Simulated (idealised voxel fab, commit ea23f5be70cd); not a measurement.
Process module under the name voxel plated lines
Square cells of 5 nm make up the cross-section cut, whose width is 180 nm.
This document writes a cross-section as a grid whose cells are square, and gives it as bands, listed from the top down; one or more rows of cells form a band.
Heights first: top, then bottom, in nm. Then materials, left to right, each with a width in nm. "throughout" on a single material: fills the band edge to edge. "air": empty space.
Below 0: as-received wafer, all one material; heights counted from there. Lowest band: no bottom, goes on down, written "top 0, no bottom".
Per-row width for "30 to 40": begins at first number (top row of band), ends at second number (bottom row), increment between rows held constant.
You'll sometimes find "nothing was modified" written for a step, and that's the way of saying that nowhere in the cross-section did a cell change during that step.
Listed in "Fully sealed voids": every empty space of 8 or more cells without an open way to the top. Form: width x height at distance, the distance being from the left edge, all in nm.
On each step's line, the part that comes after the settings is the simulator's own comment on the step.
"overlay nm" answers the question of how far to the right of plan the mask lay on a step that has a mask, and when it is negative the answer is to the left.

The steps planned for the process are as follows:
1 RECEIVE (material Si)
2 CONFORMAL_DEP (material Al2O3; thk nm 15)
3 DIRECTIONAL_DEP (material TiN; thk nm 5)
4 PATTERN (tone open; mask id LINES; material resist; width nm 15; pitch nm 35; thk nm 25; overlay nm 0)
5 EPI (material Ru; thk nm 10)
6 EPI (material Ru; thk nm 10)
7 STRIP (etch materials resist)
8 DIRECTIONAL_ETCH (etch materials TiN; depth nm 5)
9 CONFORMAL_DEP (material SiO2; thk nm 5)
Don't read the plan's thk nm for step 9 as applying to every wafer: that's the first wafer's value, and the wafers differ in it, though they all start identical.

Here's the first of the wafers in cross-section, just as we got it, i.e. after step 1:
    top 0, no bottom  Si throughout
    Fully sealed voids: none

Note: the following table is arranged by wafer, a row apiece. Each row reports the end-of-module state: per material, cells gained (+) or cells lost (-) compared with the wafer as received; closed voids follow:
thk nm 5 | +108 Al2O3 | +24 Ru | +56 SiO2 | +6 TiN | Fully sealed voids: none
thk nm 10 | +108 Al2O3 | +24 Ru | +112 SiO2 | +6 TiN | Fully sealed voids: none
thk nm 15 | +108 Al2O3 | +24 Ru | +158 SiO2 | +6 TiN | Fully sealed voids: none
thk nm 20 | +108 Al2O3 | +24 Ru | +204 SiO2 | +6 TiN | Fully sealed voids: none
thk nm 25 | +108 Al2O3 | +24 Ru | +250 SiO2 | +6 TiN | Fully sealed voids: none
